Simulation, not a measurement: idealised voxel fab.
Process module in this document: voxel wiring stack
Cross-sectional view cut (width: 215 nm; square cell size: 5 nm).
Cross-sections here: square-cell grids, written as top-down lists of bands, a band being one or more rows of cells. Within each band entry, the heights of the top and of the bottom of the band appear first, in that order and in nm; the materials of the band then follow from left to right, each with its corresponding width in nm. The designation "throughout" on a single material indicates that it fills the band from edge to edge; the designation "empty" indicates empty space. All heights in this document are referenced to 0, defined as the level beneath which the wafer, as received, consists entirely of one material. The lowest band is not bounded below; it extends indefinitely downward and is written in the form "z 0 and below". So if you see something like "30..40" for the width, read it as the top row of the band sitting at the first number and the bottom row at the second, with every row in between moving by the same amount as the last. "nothing was modified" after a step means that no cell of the cross-section changed. For the entry "Fully sealed voids", the listed items are empty spaces with no open way to the top whose size is 8 cells or more; each item follows the pattern width x height at distance, where distance is from the left edge and all three are in nm. Read whatever lies past the settings on a step's line as the simulator's own remark about the step. overlay nm: on a step with a mask, how far right of its planned place the mask lay; negative means left.

# Below is the list of planned process steps
1. RECEIVE with material Si
2. CONFORMAL_DEP with material SiO2, thk nm 10
3. CONFORMAL_DEP with material SiCN, thk nm 5
4. DIRECTIONAL_DEP with material SiO2, thk nm 15
5. MASKED_ETCH with tone open, mask id METAL_1, width nm 25, pitch nm 50, etch materials SiO2, depth nm 15, overlay nm -15
6. MASKED_ETCH with tone open, mask id METAL_1, width nm 25, pitch nm 50, etch materials SiCN, depth nm 5, overlay nm 0
7. CONFORMAL_DEP with material TiN, thk nm 5
8. FILL_DEP with material W, thk nm 5
9. CMP with height nm 30
10. CONFORMAL_DEP with material SiCN, thk nm 5
11. DIRECTIONAL_DEP with material lowk, thk nm 20
12. PATTERN with tone open, mask id PLUG_1, material resist, width nm 15, pitch nm 100, thk nm 15, overlay nm 0
13. DIRECTIONAL_ETCH with etch materials lowk, depth nm 20
14. DIRECTIONAL_ETCH with etch materials SiCN, depth nm 5
15. STRIP with etch materials resist
16. EPI with material Ru, thk nm 10
17. EPI with material Ru, thk nm 10
18. EPI with material Ru, thk nm 5
19. DIRECTIONAL_DEP with material TiN, thk nm 5
20. DIRECTIONAL_DEP with material Ru, thk nm 20
21. PATTERN with tone cover, mask id METAL_2, material resist, width nm 25, pitch nm 50, thk nm 20, overlay nm 0
22. DIRECTIONAL_ETCH with etch materials Ru, depth nm 20
23. DIRECTIONAL_ETCH with etch materials TiN, depth nm 5
24. STRIP with etch materials resist
25. FILL_DEP with material SiO2, thk nm 10
26. CMP with height nm 80
27. CONFORMAL_DEP with material SiCN, thk nm 5
28. DIRECTIONAL_DEP with material lowk, thk nm 15
29. PATTERN with tone open, mask id PLUG_2, material resist, width nm 15, pitch nm 100, thk nm 20, overlay nm 0
30. DIRECTIONAL_ETCH with etch materials lowk, depth nm 15
31. DIRECTIONAL_ETCH with etch materials SiCN, depth nm 5
32. STRIP with etch materials resist
33. CONFORMAL_DEP with material TiN, thk nm 5
34. FILL_DEP with material Cu, thk nm 5
35. CMP with height nm 100
36. DIRECTIONAL_DEP with material TiN, thk nm 5
37. DIRECTIONAL_DEP with material Ru, thk nm 15
38. MASKED_ETCH with tone cover, mask id METAL_3, width nm 25, pitch nm 50, etch materials Ru, depth nm 15, overlay nm 0
39. MASKED_ETCH with tone cover, mask id METAL_3, width nm 25, pitch nm 50, etch materials TiN, depth nm 5, overlay nm 0
40. FILL_DEP with material SiO2, thk nm 10
41. CMP with height nm 120
42. CONFORMAL_DEP with material SiN, thk nm 5
Heads up: all these wafers start the same, and what changes between them is the overlay nm in step 5. The value you see in the plan is just what the first wafer got.

# Cross-section of the first of several wafers on receipt, reflecting completion of step 1
- z 0 and below | Si throughout
- Fully sealed voids: none

# Every row in this table is a wafer at the end of the module, and it gives, for each of the materials, the cells that wafer has gained (+) or lost (-) since it was received, then its closed voids
overlay nm -15; +6 Cu; +135 Ru; +111 SiCN; +43 SiN; +422 SiO2; +81 TiN; +18 W; +259 lowk; Fully sealed voids: none
overlay nm -10; +6 Cu; +135 Ru; +108 SiCN; +43 SiN; +422 SiO2; +81 TiN; +21 W; +259 lowk; Fully sealed voids: none
overlay nm -5; +6 Cu; +135 Ru; +105 SiCN; +43 SiN; +422 SiO2; +81 TiN; +24 W; +259 lowk; Fully sealed voids: none
overlay nm 0; +6 Cu; +135 Ru; +102 SiCN; +43 SiN; +422 SiO2; +81 TiN; +27 W; +259 lowk; Fully sealed voids: none
overlay nm 5; +6 Cu; +135 Ru; +105 SiCN; +43 SiN; +422 SiO2; +81 TiN; +24 W; +259 lowk; Fully sealed voids: none
overlay nm 10; +6 Cu; +135 Ru; +108 SiCN; +43 SiN; +422 SiO2; +81 TiN; +21 W; +259 lowk; Fully sealed voids: none
overlay nm 15; +6 Cu; +105 Ru; +111 SiCN; +43 SiN; +452 SiO2; +81 TiN; +18 W; +259 lowk; Fully sealed voids: none
